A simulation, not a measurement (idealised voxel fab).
A process module follows: voxel released beams.
The cross-section shown here is cut; it is 250 nm wide and divided into square cells measuring 5 nm on a side.
The cross-sections in this document take the form of a grid made of square cells. They are written out as bands, in order from top to bottom. Each band consists of one or more rows of cells. The entry gives the band's vertical extent as a top height and a bottom height in nm, then its horizontal make-up as materials from left to right, each with a width in nm. "empty" stands for empty space; a single material marked "all across" fills the band edge to edge. A quick word on heights: they are counted from 0, and under that level the wafer as it came to us is one material throughout. The lowest band is different from the rest in having no bottom; it simply continues downward, written as in "top 0, no bottom". Width spec "30->40" -> top row of cells at first value, bottom row at second value, equal per-row change in between. Take "no modification" at face value: in the step it is given for, the cross-section changed in none of its cells. The entry titled "Trapped void list" provides the empty spaces that have no open way to the top, restricted to those of 8 cells or more. Each is presented as width x height at distance, the distance being measured from the left edge, with all three in nm. The remark found on a step's line after its settings is issued by the simulator itself and pertains to that step. If you see "overlay nm" on a step's line and that step has a mask, it's telling you how far right of where it was planned the mask ended up; a negative number means it went left instead.
PLAN
1. RECEIVE, material Si
2. CONFORMAL_DEP, material SiN, thk nm 10
3. DIRECTIONAL_DEP, material SiO2, thk nm 15
4. MASKED_ETCH, tone open, mask id ANCHOR, width nm 35, etch materials SiO2, depth nm 15, overlay nm 0
5. CONFORMAL_DEP, material W, thk nm 15
6. PATTERN, tone cover, mask id BEAM, material resist, width nm 110, thk nm 15, overlay nm 0
7. DIRECTIONAL_ETCH, etch materials W, depth nm 15
8. STRIP, etch materials resist
9. STRIP, etch materials SiO2
WHAT FOLLOWS COVERS THE FIRST OF TWO WAFERS; IT RAN AS PLANNED
INCOMING WAFER, CROSS-SECTIONAL VIEW, POST STEP 1
top 0, no bottom = Si all across
Trapped void list: none
CROSS-SECTIONAL REPRESENTATION OF THE WAFER AT THE CONCLUSION OF STEP 2
top 10, bottom 0 = SiN all across
Everything below 0 is unchanged.
CROSS-SECTIONAL REPRESENTATION OF THE WAFER AT THE CONCLUSION OF STEP 3
top 25, bottom 10 = SiO2 all across
Everything below 10 is unchanged.
CROSS-SECTIONAL REPRESENTATION OF THE WAFER AT THE CONCLUSION OF STEP 4
top 25, bottom 10 = SiO2=70, then empty=35, then SiO2=145
Everything below 10 is unchanged.
CROSS-SECTIONAL REPRESENTATION OF THE WAFER AT THE CONCLUSION OF STEP 5
top 40, bottom 25 = W=85, then empty=5, then W=160
top 25, bottom 10 = SiO2=70, then W=35, then SiO2=145
Everything below 10 is unchanged.
CROSS-SECTIONAL REPRESENTATION OF THE WAFER AT THE CONCLUSION OF STEP 6
top 55, bottom 40 = empty=65, then resist=110, then empty=75
top 40, bottom 25 = W=85, then resist=5, then W=160
Everything below 25 is unchanged.
CROSS-SECTIONAL REPRESENTATION OF THE WAFER AT THE CONCLUSION OF STEP 7
top 55, bottom 40 = empty=65, then resist=110, then empty=75
top 40, bottom 25 = empty=65, then W=20, then resist=5, then W=85, then empty=75
Everything below 25 is unchanged.
CROSS-SECTIONAL REPRESENTATION OF THE WAFER AT THE CONCLUSION OF STEP 8
top 40, bottom 25 = empty=65, then W=20, then empty=5, then W=85, then empty=75
Everything below 25 is unchanged.
CROSS-SECTIONAL REPRESENTATION OF THE WAFER AT THE CONCLUSION OF STEP 9
top 40, bottom 25 = empty=65, then W=20, then empty=5, then W=85, then empty=75
top 25, bottom 10 = empty=70, then W=35, then empty=145
Everything below 10 is unchanged.
WAFER TWO OF TWO - SAME STARTING POINT, SAME PROCESS PLAN, ONE MISTAKE IN EXECUTION; MATCHES WAFER ONE UP TO AND INCLUDING STEP 4
THE SECOND WAFER IN CROSS-SECTION, AT THE PLANNED CLOSE OF STEP 5
top 55, bottom 25 = W all across
top 25, bottom 10 = SiO2=70, then W=35, then SiO2=145
Everything below 10 is unchanged.
THE SECOND WAFER IN CROSS-SECTION, AT THE PLANNED CLOSE OF STEP 6
top 70, bottom 55 = empty=65, then resist=110, then empty=75
Everything below 55 is unchanged.
THE SECOND WAFER IN CROSS-SECTION, AT THE PLANNED CLOSE OF STEP 7
top 70, bottom 55 = empty=65, then resist=110, then empty=75
top 55, bottom 40 = empty=65, then W=110, then empty=75
Everything below 40 is unchanged.
THE SECOND WAFER IN CROSS-SECTION, AT THE PLANNED CLOSE OF STEP 8
top 55, bottom 40 = empty=65, then W=110, then empty=75
Everything below 40 is unchanged.
The second wafer in cross-section, at the planned close of step 9: no modification
Misprocessing identified: regarding the plan, step 5 was run twice
at the end the second wafer has, in cells: +129 SiO2, +153 W
